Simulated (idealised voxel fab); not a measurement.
Process module heading - voxel transistor to metal
Shown is cross-section cut, with a width of 295 nm and square cells of size 5 nm.
Square cells in a grid make up a cross-section in this document, and the grid is given as bands, listed from the top down, each one or more rows of cells.
First you get the band's top height and its bottom height, in nm, and then the materials it's made of, left to right, with each width in nm. If you see a single material with "full width", that one covers the band edge to edge. "air" is empty space.
Heights are reckoned from 0. Under this level, the received wafer is all of one material. The bottommost band is open-ended downward, for example "0 and below".
With a width like "30..40", each row of cells in the band differs from the next by the same amount, the top row carrying the first number and the bottom row the second.
When a step is marked "no modifications", none of the cells in the cross-section changed during that step.
Enclosed voids (no open way to top), threshold 8 cells or more, entry "Sealed void listing", notation width x height at distance, distance from left edge, nm.
Heads up: the bit after the settings on a step's line is the simulator's remark on that step.
"overlay nm" denotes, for a step that has a mask, the displacement of the mask to the right of its planned place, with negative values corresponding to the left.

**Process steps (planned)**
- 1: RECEIVE with material Si
- 2: CONFORMAL_DEP with material SiO2, thk nm 5
- 3: CONFORMAL_DEP with material SiN, thk nm 10
- 4: DIRECTIONAL_DEP with material aC, thk nm 10
- 5: PATTERN with tone cover, mask id ACTIVE, material resist, width nm 95, pitch nm 120, thk nm 25, overlay nm 0
- 6: DIRECTIONAL_ETCH with etch materials aC, depth nm 10
- 7: STRIP with etch materials resist
- 8: DIRECTIONAL_ETCH with etch materials SiN, depth nm 10
- 9: DIRECTIONAL_ETCH with etch materials SiO2, depth nm 5
- 10: DIRECTIONAL_ETCH with etch materials Si, depth nm 30
- 11: STRIP with etch materials aC
- 12: FILL_DEP with material SiO2, thk nm 10
- 13: CMP with height nm 15
- 14: SELECTIVE_ETCH with etch materials SiO2, depth nm 5
- 15: STRIP with etch materials SiN
- 16: SELECTIVE_ETCH with etch materials SiO2, depth nm 5
- 17: OXIDIZE with depth nm 5
- 18: DIRECTIONAL_DEP with material polySi, thk nm 20
- 19: DIRECTIONAL_DEP with material SiCN, thk nm 10
- 20: MASKED_ETCH with tone cover, mask id GATE, width nm 25, pitch nm 120, etch materials SiCN, depth nm 20, overlay nm 0
- 21: MASKED_ETCH with tone cover, mask id GATE, width nm 25, pitch nm 120, etch materials polySi, depth nm 30, overlay nm 0
- 22: CONFORMAL_DEP with material SiO2, thk nm 5
- 23: DIRECTIONAL_ETCH with etch materials SiO2, depth nm 5
- 24: CONFORMAL_DEP with material SiN, thk nm 5
- 25: DIRECTIONAL_ETCH with etch materials SiN, depth nm 5
- 26: DIRECTIONAL_ETCH with etch materials SiO2, depth nm 5
- 27: DIRECTIONAL_ETCH with etch materials Si, depth nm 15
- 28: EPI with material nSi, thk nm 15
- 29: FILL_DEP with material SiO2, thk nm 10
- 30: CMP with height nm 20
- 31: STRIP with etch materials polySi
- 32: SELECTIVE_ETCH with etch materials SiO2, depth nm 5
- 33: CONFORMAL_DEP with material HfO2, thk nm 5
- 34: CONFORMAL_DEP with material TiN, thk nm 5
- 35: FILL_DEP with material W, thk nm 5
- 36: CMP with height nm 15
- 37: DIRECTIONAL_DEP with material SiO2, thk nm 10
- 38: MASKED_ETCH with tone open, mask id CONTACT, width nm 15, etch materials SiO2, depth nm 15, overlay nm 0
- 39: CONFORMAL_DEP with material TiN, thk nm 5
- 40: FILL_DEP with material Ru, thk nm 10
- 41: CMP with height nm 25
- 42: DIRECTIONAL_DEP with material TiN, thk nm 5
- 43: DIRECTIONAL_DEP with material Ru, thk nm 20
- 44: DIRECTIONAL_DEP with material aC, thk nm 10
- 45: PATTERN with tone cover, mask id METAL_1, material resist, width nm 15, thk nm 30, overlay nm 0
- 46: DIRECTIONAL_ETCH with etch materials aC, depth nm 10
- 47: STRIP with etch materials resist
- 48: DIRECTIONAL_ETCH with etch materials Ru, depth nm 20
- 49: DIRECTIONAL_ETCH with etch materials TiN, depth nm 5
- 50: STRIP with etch materials aC
- 51: CONFORMAL_DEP with material SiCN, thk nm 5
- 52: FILL_DEP with material SiO2, thk nm 10
- 53: CMP with height nm 50
- 54: CONFORMAL_DEP with material SiCN, thk nm 5

**So this is the incoming wafer in cross-section - it's already been through step 1**
* 0 and below: Si full width
* Sealed void listing: none

**Starting wafer: above. Plan: above. Run: one mistake. Cross-section after the module: below**
* 55 down to 50: SiCN full width
* 50 down to 30: 45 of SiO2; 5 of SiCN; 15 of Ru; 5 of SiCN; 45 of SiO2; 5 of SiCN; 15 of Ru; 5 of SiCN; 25 of SiO2; 5 of SiCN; 15 of Ru; 5 of SiCN; 45 of SiO2; 5 of SiCN; 15 of Ru; 5 of SiCN; 35 of SiO2
* 30 down to 25: 50 of SiCN; 15 of TiN; 55 of SiCN; 15 of TiN; 35 of SiCN; 15 of TiN; 55 of SiCN; 15 of TiN; 40 of SiCN
* 25 down to 15: 45 of SiO2; 5 of TiN; 5 of Ru; 5 of TiN; 55 of SiO2; 5 of TiN; 5 of Ru; 5 of TiN; 35 of SiO2; 5 of TiN; 5 of Ru; 5 of TiN; 55 of SiO2; 5 of TiN; 5 of Ru; 5 of TiN; 45 of SiO2
* 15 down to 10: 45 of SiO2; 15 of TiN; 5 of SiO2; 5 of SiN; 5 of HfO2; 5 of TiN; 15 of W; 5 of TiN; 5 of HfO2; 5 of SiN; 5 of SiO2; 15 of TiN; 35 of SiO2; 15 of TiN; 5 of SiO2; 5 of SiN; 5 of HfO2; 5 of TiN; 15 of W; 5 of TiN; 5 of HfO2; 5 of SiN; 5 of SiO2; 15 of TiN; 45 of SiO2
* 10 down to 5: 40 of SiO2; 25 of nSi; 5 of SiN; 5 of HfO2; 5 of TiN; 15 of W; 5 of TiN; 5 of HfO2; 5 of SiN; 25 of nSi; 25 of SiO2; 25 of nSi; 5 of SiN; 5 of HfO2; 5 of TiN; 15 of W; 5 of TiN; 5 of HfO2; 5 of SiN; 25 of nSi; 40 of SiO2
* 5 down to 0: 40 of SiO2; 5 of SiN; 20 of nSi; 5 of SiN; 5 of HfO2; 25 of TiN; 5 of HfO2; 5 of SiN; 20 of nSi; 5 of SiN; 25 of SiO2; 5 of SiN; 20 of nSi; 5 of SiN; 5 of HfO2; 25 of TiN; 5 of HfO2; 5 of SiN; 20 of nSi; 5 of SiN; 40 of SiO2
* 0 down to -5: 45 of SiO2; 20 of nSi; 5 of SiO2; 35 of HfO2; 5 of SiO2; 20 of nSi; 35 of SiO2; 20 of nSi; 5 of SiO2; 35 of HfO2; 5 of SiO2; 20 of nSi; 45 of SiO2
* -5 down to -20: 40 of SiO2; 5 of Si; 20 of nSi; 45 of Si; 20 of nSi; 5 of Si; 25 of SiO2; 5 of Si; 20 of nSi; 45 of Si; 20 of nSi; 5 of Si; 40 of SiO2
* -20 down to -30: 40 of SiO2; 95 of Si; 25 of SiO2; 95 of Si; 40 of SiO2
* -30 and below: Si full width
* Sealed void listing: none
Error vs. plan: step 45 did not use the planned setting and instead ran as PATTERN with tone cover, mask id METAL_1, material resist, width nm 15, thk nm 30, overlay nm 5
